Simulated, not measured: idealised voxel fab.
The process module presented herein is designated voxel wiring stack.
Cross-section cut: width 285 nm, square cells of 5 nm.
When this document writes out a cross-section, it uses a grid of square cells and lists it as bands, beginning at the top and moving down, with a band standing for one or more rows of cells. Heads up on the band format: heights come first, top then bottom, in nm. After that it's the materials left to right, each with its width in nm. A single material flagged "edge to edge" fills the whole band edge to edge, and "air" means there's empty space there. Where do heights start? At 0: under that level the wafer as delivered is made of one material only. And the lowest band has no floor; it just carries on downward, as in "from 0 down". Width spec "30..40" -> top row of cells at first value, bottom row at second value, equal per-row change in between. It should be understood that the words "remains unaltered", when stated for a given step, signify that the cross-section underwent no change in any of its cells during that step. Listed in "Completely enclosed voids": every empty space of 8 or more cells without an open way to the top. Form: width x height at distance, the distance being from the left edge, all in nm. after a step's settings: what the simulator itself notes on the step. The optional step-line setting "overlay nm" applies to steps with a mask and quantifies how far to the right of its planned location the mask lay, a negative value indicating leftward placement.

# The following list gives the planned process steps
1) RECEIVE (material Si)
2) CONFORMAL_DEP (material SiO2; thk nm 15)
3) CONFORMAL_DEP (material SiCN; thk nm 5)
4) DIRECTIONAL_DEP (material lowk; thk nm 25)
5) MASKED_ETCH (tone open; mask id METAL_1; width nm 25; pitch nm 50; etch materials lowk; depth nm 25; overlay nm 0)
6) MASKED_ETCH (tone open; mask id METAL_1; width nm 25; pitch nm 50; etch materials SiCN; depth nm 5; overlay nm 0)
7) CONFORMAL_DEP (material TiN; thk nm 5)
8) FILL_DEP (material Cu; thk nm 10)
9) CMP (height nm 45)
10) CONFORMAL_DEP (material SiCN; thk nm 5)
11) DIRECTIONAL_DEP (material lowk; thk nm 15)
12) DIRECTIONAL_DEP (material aC; thk nm 10)
13) PATTERN (tone open; mask id PLUG_1; material resist; width nm 15; pitch nm 50; thk nm 25; overlay nm 0)
14) DIRECTIONAL_ETCH (etch materials aC; depth nm 10)
15) STRIP (etch materials resist)
16) DIRECTIONAL_ETCH (etch materials lowk; depth nm 15)
17) DIRECTIONAL_ETCH (etch materials SiCN; depth nm 5)
18) STRIP (etch materials aC)
19) CONFORMAL_DEP (material TiN; thk nm 5)
20) FILL_DEP (material Cu; thk nm 5)
21) CMP (height nm 65)
22) CONFORMAL_DEP (material SiCN; thk nm 5)
23) DIRECTIONAL_DEP (material SiO2; thk nm 25)
24) DIRECTIONAL_DEP (material aC; thk nm 15)
25) PATTERN (tone open; mask id METAL_2; material resist; width nm 25; pitch nm 50; thk nm 30; overlay nm 0)
26) DIRECTIONAL_ETCH (etch materials aC; depth nm 15)
27) STRIP (etch materials resist)
28) DIRECTIONAL_ETCH (etch materials SiO2; depth nm 25)
29) DIRECTIONAL_ETCH (etch materials SiCN; depth nm 5)
30) STRIP (etch materials aC)
31) CONFORMAL_DEP (material TiN; thk nm 5)
32) FILL_DEP (material Cu; thk nm 10)
33) CMP (height nm 95)
34) EPI (material Ru; thk nm 5)
35) FILL_DEP (material SiCN; thk nm 5)
36) DIRECTIONAL_DEP (material SiO2; thk nm 30)
37) MASKED_ETCH (tone open; mask id METAL_3_HOLES; width nm 15; pitch nm 50; etch materials SiO2; depth nm 30; overlay nm 0)
38) DIRECTIONAL_DEP (material aC; thk nm 15)
39) PATTERN (tone open; mask id METAL_3; material resist; width nm 25; pitch nm 50; thk nm 30; overlay nm 0)
40) DIRECTIONAL_ETCH (etch materials aC; depth nm 15)
41) STRIP (etch materials resist)
42) DIRECTIONAL_ETCH (etch materials SiO2; depth nm 20)
43) DIRECTIONAL_ETCH (etch materials SiCN; depth nm 5)
44) STRIP (etch materials aC)
45) CONFORMAL_DEP (material TiN; thk nm 5)
46) FILL_DEP (material Cu; thk nm 10)
47) CMP (height nm 135)
48) CONFORMAL_DEP (material SiCN; thk nm 5)

# Wafer cross-section on receipt, i.e. after step 1
    from 0 down: Si edge to edge
    Completely enclosed voids: none

# The cross-section shown corresponds to the wafer at the conclusion of the module. The initial structure and the process plan are those presented above; however, one mistake occurred in executing the plan
    from 140 to 135: SiCN edge to edge
    from 135 to 120: SiO2: 55, then TiN: 5, then Cu: 15, then TiN: 5, then SiO2: 25, then TiN: 5, then Cu: 15, then TiN: 5, then SiO2: 25, then TiN: 5, then Cu: 15, then TiN: 5, then SiO2: 25, then TiN: 5, then Cu: 15, then TiN: 5, then SiO2: 55
    from 120 to 115: SiO2: 55, then TiN: 5, then Cu: 5, then TiN: 15, then SiO2: 25, then TiN: 5, then Cu: 5, then TiN: 15, then SiO2: 25, then TiN: 5, then Cu: 5, then TiN: 15, then SiO2: 25, then TiN: 5, then Cu: 5, then TiN: 15, then SiO2: 55
    from 115 to 105: SiO2: 55, then TiN: 5, then Cu: 5, then TiN: 5, then SiO2: 35, then TiN: 5, then Cu: 5, then TiN: 5, then SiO2: 35, then TiN: 5, then Cu: 5, then TiN: 5, then SiO2: 35, then TiN: 5, then Cu: 5, then TiN: 5, then SiO2: 65
    from 105 to 100: SiCN: 55, then TiN: 15, then SiCN: 35, then TiN: 15, then SiCN: 35, then TiN: 15, then SiCN: 35, then TiN: 15, then SiCN: 65
    from 100 to 95: SiCN: 50, then Ru: 35, then SiCN: 15, then Ru: 35, then SiCN: 15, then Ru: 35, then SiCN: 15, then Ru: 35, then SiCN: 50
    from 95 to 70: SiO2: 55, then TiN: 5, then Cu: 15, then TiN: 5, then SiO2: 25, then TiN: 5, then Cu: 15, then TiN: 5, then SiO2: 25, then TiN: 5, then Cu: 15, then TiN: 5, then SiO2: 25, then TiN: 5, then Cu: 15, then TiN: 5, then SiO2: 55
    from 70 to 65: SiCN: 55, then TiN: 25, then SiCN: 25, then TiN: 25, then SiCN: 25, then TiN: 25, then SiCN: 25, then TiN: 25, then SiCN: 55
    from 65 to 50: lowk: 60, then TiN: 5, then Cu: 5, then TiN: 5, then lowk: 35, then TiN: 5, then Cu: 5, then TiN: 5, then lowk: 35, then TiN: 5, then Cu: 5, then TiN: 5, then lowk: 35, then TiN: 5, then Cu: 5, then TiN: 5, then lowk: 60
    from 50 to 45: SiCN: 60, then TiN: 15, then SiCN: 35, then TiN: 15, then SiCN: 35, then TiN: 15, then SiCN: 35, then TiN: 15, then SiCN: 60
    from 45 to 20: lowk: 55, then TiN: 5, then Cu: 15, then TiN: 5, then lowk: 25, then TiN: 5, then Cu: 15, then TiN: 5, then lowk: 25, then TiN: 5, then Cu: 15, then TiN: 5, then lowk: 25, then TiN: 5, then Cu: 15, then TiN: 5, then lowk: 55
    from 20 to 15: SiCN: 55, then TiN: 25, then SiCN: 25, then TiN: 25, then SiCN: 25, then TiN: 25, then SiCN: 25, then TiN: 25, then SiCN: 55
    from 15 to 0: SiO2 edge to edge
    from 0 down: Si edge to edge
    Completely enclosed voids: none
What went wrong in running the wafer? step 13 off recipe, ran as PATTERN (tone open; mask id PLUG_1; material resist; width nm 15; pitch nm 50; thk nm 25; overlay nm 5)
